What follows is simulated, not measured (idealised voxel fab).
process module | voxel transistor to metal
Square cell edge 5 nm, section width 165 nm, ID cut.
Cross-section spec: square-cell grid; bands listed top down; each band is one or more rows.
What a band's entry tells you: where the top is and where the bottom is, as heights in nm, and after that what lies inside, material by material from left to right, each with its width in nm. Empty space is written as the word "blank", and a single material marked with the word "full width" occupies the band from edge to edge.
A quick word on heights: they are counted from 0, and under that level the wafer as it came to us is one material throughout. The lowest band is different from the rest in having no bottom; it simply continues downward, written as in "from 0 down".
Width spec "30..40" -> top row of cells at first value, bottom row at second value, equal per-row change in between.
"nothing got changed" after a step means that no cell of the cross-section changed.
Empty spaces without an open route to the top, at least 8 cells in extent, make up the entry "Voids, sealed"; each is given as width x height at distance, where the distance is measured from the left edge, and all are in nm.
On a step's line, text after the settings is the simulator commenting on that step.
If you see "overlay nm" on a step's line and that step has a mask, it's telling you how far right of where it was planned the mask ended up; a negative number means it went left instead.
-- Process steps (planned)
| 1 | op RECEIVE | material Si |
| 2 | op CONFORMAL_DEP | material SiO2 | thk nm 5 |
| 3 | op CONFORMAL_DEP | material SiN | thk nm 15 |
| 4 | op DIRECTIONAL_DEP | material aC | thk nm 10 |
| 5 | op PATTERN | tone cover | mask id ACTIVE | material resist | width nm 105 | thk nm 30 | overlay nm 0 |
| 6 | op DIRECTIONAL_ETCH | etch materials aC | depth nm 10 |
| 7 | op STRIP | etch materials resist |
| 8 | op DIRECTIONAL_ETCH | etch materials SiN | depth nm 15 |
| 9 | op DIRECTIONAL_ETCH | etch materials SiO2 | depth nm 5 |
| 10 | op DIRECTIONAL_ETCH | etch materials Si | depth nm 30 |
| 11 | op STRIP | etch materials aC |
| 12 | op OXIDIZE | depth nm 5 |
| 13 | op FILL_DEP | material SiO2 | thk nm 10 |
| 14 | op CMP | height nm 20 |
| 15 | op SELECTIVE_ETCH | etch materials SiO2 | depth nm 10 |
| 16 | op STRIP | etch materials SiN |
| 17 | op SELECTIVE_ETCH | etch materials SiO2 | depth nm 5 |
| 18 | op OXIDIZE | depth nm 5 |
| 19 | op DIRECTIONAL_DEP | material polySi | thk nm 20 |
| 20 | op DIRECTIONAL_DEP | material SiCN | thk nm 10 |
| 21 | op PATTERN | tone cover | mask id GATE | material resist | width nm 35 | thk nm 20 | overlay nm 0 |
| 22 | op DIRECTIONAL_ETCH | etch materials SiCN | depth nm 20 |
| 23 | op DIRECTIONAL_ETCH | etch materials polySi | depth nm 30 |
| 24 | op STRIP | etch materials resist |
| 25 | op CONFORMAL_DEP | material SiO2 | thk nm 5 |
| 26 | op DIRECTIONAL_ETCH | etch materials SiO2 | depth nm 5 |
| 27 | op CONFORMAL_DEP | material SiN | thk nm 10 |
| 28 | op DIRECTIONAL_ETCH | etch materials SiN | depth nm 10 |
| 29 | op DIRECTIONAL_ETCH | etch materials SiO2 | depth nm 5 |
| 30 | op DIRECTIONAL_ETCH | etch materials Si | depth nm 5 |
| 31 | op EPI | material pSi | thk nm 5 |
| 32 | op FILL_DEP | material SiO2 | thk nm 10 |
| 33 | op CMP | height nm 20 |
| 34 | op STRIP | etch materials polySi |
| 35 | op SELECTIVE_ETCH | etch materials SiO2 | depth nm 5 |
| 36 | op CONFORMAL_DEP | material HfO2 | thk nm 5 |
| 37 | op CONFORMAL_DEP | material TiN | thk nm 5 |
| 38 | op FILL_DEP | material W | thk nm 10 |
| 39 | op CMP | height nm 15 |
| 40 | op DIRECTIONAL_DEP | material SiO2 | thk nm 15 |
| 41 | op DIRECTIONAL_DEP | material aC | thk nm 10 |
| 42 | op PATTERN | tone open | mask id CONTACT | material resist | width nm 15 | pitch nm 80 | thk nm 30 | overlay nm 0 |
| 43 | op DIRECTIONAL_ETCH | etch materials aC | depth nm 10 |
| 44 | op STRIP | etch materials resist |
| 45 | op DIRECTIONAL_ETCH | etch materials SiO2 | depth nm 30 |
| 46 | op STRIP | etch materials aC |
| 47 | op CONFORMAL_DEP | material TiN | thk nm 5 |
| 48 | op FILL_DEP | material Ru | thk nm 5 |
| 49 | op CMP | height nm 30 |
| 50 | op DIRECTIONAL_DEP | material TiN | thk nm 5 |
| 51 | op DIRECTIONAL_DEP | material Ru | thk nm 20 |
| 52 | op MASKED_ETCH | tone cover | mask id METAL_1 | width nm 15 | pitch nm 80 | etch materials Ru | depth nm 20 | overlay nm 0 |
| 53 | op MASKED_ETCH | tone cover | mask id METAL_1 | width nm 15 | pitch nm 80 | etch materials TiN | depth nm 5 | overlay nm -15 |
| 54 | op CONFORMAL_DEP | material SiN | thk nm 5 |
| 55 | op FILL_DEP | material lowk | thk nm 10 |
| 56 | op CMP | height nm 55 |
| 57 | op CONFORMAL_DEP | material SiCN | thk nm 5 |
| 58 | op DIRECTIONAL_DEP | material SiO2 | thk nm 25 |
| 59 | op DIRECTIONAL_DEP | material aC | thk nm 10 |
| 60 | op PATTERN | tone open | mask id METAL_2 | material resist | width nm 15 | pitch nm 80 | thk nm 25 | overlay nm 0 |
| 61 | op DIRECTIONAL_ETCH | etch materials aC | depth nm 10 |
| 62 | op STRIP | etch materials resist |
| 63 | op DIRECTIONAL_ETCH | etch materials SiO2 | depth nm 15 |
| 64 | op STRIP | etch materials aC |
| 65 | op MASKED_ETCH | tone open | mask id METAL_2_HOLES | width nm 15 | pitch nm 80 | etch materials SiO2 | depth nm 10 | overlay nm 0 |
| 66 | op MASKED_ETCH | tone open | mask id METAL_2_HOLES | width nm 15 | pitch nm 80 | etch materials SiCN | depth nm 5 | overlay nm 0 |
| 67 | op CONFORMAL_DEP | material TiN | thk nm 5 |
| 68 | op FILL_DEP | material Cu | thk nm 10 |
| 69 | op CMP | height nm 85 |
| 70 | op CONFORMAL_DEP | material SiN | thk nm 5 |
The wafers in this document start out alike and differ in the overlay nm applied at step 53; the plan shows the value used for the first wafer.
-- After step 1, as received: first of several wafers, cross-section
from 0 down  Si full width
Voids, sealed: none
-- each wafer at the end: cells of each material gained (+) or lost (-) since it was received, then its closed voids
overlay nm -15, +10 Cu, +15 HfO2, +32 Ru, -121 Si, +27 SiCN, +92 SiN, +360 SiO2, +75 TiN, +10 W, +86 lowk, +8 pSi, Voids, sealed: none
overlay nm -10, +10 Cu, +15 HfO2, +32 Ru, -121 Si, +27 SiCN, +92 SiN, +360 SiO2, +73 TiN, +10 W, +88 lowk, +8 pSi, Voids, sealed: none
overlay nm -5, +10 Cu, +15 HfO2, +32 Ru, -121 Si, +27 SiCN, +92 SiN, +360 SiO2, +71 TiN, +10 W, +90 lowk, +8 pSi, Voids, sealed: none
overlay nm 0, +10 Cu, +15 HfO2, +32 Ru, -121 Si, +27 SiCN, +92 SiN, +360 SiO2, +69 TiN, +10 W, +92 lowk, +8 pSi, Voids, sealed: none
overlay nm 5, +10 Cu, +15 HfO2, +32 Ru, -121 Si, +27 SiCN, +92 SiN, +360 SiO2, +71 TiN, +10 W, +90 lowk, +8 pSi, Voids, sealed: none
overlay nm 10, +10 Cu, +15 HfO2, +32 Ru, -121 Si, +27 SiCN, +92 SiN, +360 SiO2, +73 TiN, +10 W, +88 lowk, +8 pSi, Voids, sealed: none
overlay nm 15, +10 Cu, +15 HfO2, +32 Ru, -121 Si, +27 SiCN, +92 SiN, +360 SiO2, +75 TiN, +10 W, +86 lowk, +8 pSi, Voids, sealed: none
